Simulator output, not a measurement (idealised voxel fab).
process module | voxel local oxidation
cross-section cut | 250 nm wide | cells 5 nm
A cross-section is a grid of square cells, given in bands from the top down. A band is one or more rows of cells.
Each band's line starts with the height of the band's top and of its bottom, in nm. Then come its materials from left to right, each with its width in nm. One material with "throughout" fills the band from edge to edge. "air" is empty space.
Height 0 is the level under which the wafer as received is all one material. The lowest band goes on downwards, as in "0 down".
A width such as "30 to 40" changes by the same amount from each row of cells to the next, from the band's top row to its bottom row.
"no change" after a step means that no cell of the cross-section changed.
closed voids: empty space of 8 cells or more with no open way to the top, each as width x height at its distance from the left edge, in nm
after a step's settings: what the simulator itself notes on the step
overlay nm, on a step with a mask: how far to the right of its planned place the mask lay; to the left if negative
plan
1 op RECEIVE | material Si
2 op OXIDIZE | depth nm 5
3 op CONFORMAL_DEP | material SiN | thk nm 10
4 op PATTERN | tone cover | mask id ACTIVE | material resist | width nm 120 | thk nm 15 | overlay nm 0
5 op DIRECTIONAL_ETCH | etch materials SiN | depth nm 10
6 op STRIP | etch materials resist
7 op SELECTIVE_ETCH | etch materials SiO2 | depth nm 5
8 op OXIDIZE | depth nm 15
9 op STRIP | etch materials SiN
as received, after step 1
  0 down: Si throughout
  closed voids: none
a wafer at the end: this start, this plan, one mistake
  0 to -5: SiO2 60 | air 130 | SiO2 60
  -5 to -20: Si 45 | SiO2 160 | Si 45
  -20 down: Si throughout
  closed voids: none
what went wrong: step 4 ran as: op PATTERN | tone open | mask id ACTIVE | material resist | width nm 120 | thk nm 15 | overlay nm 0
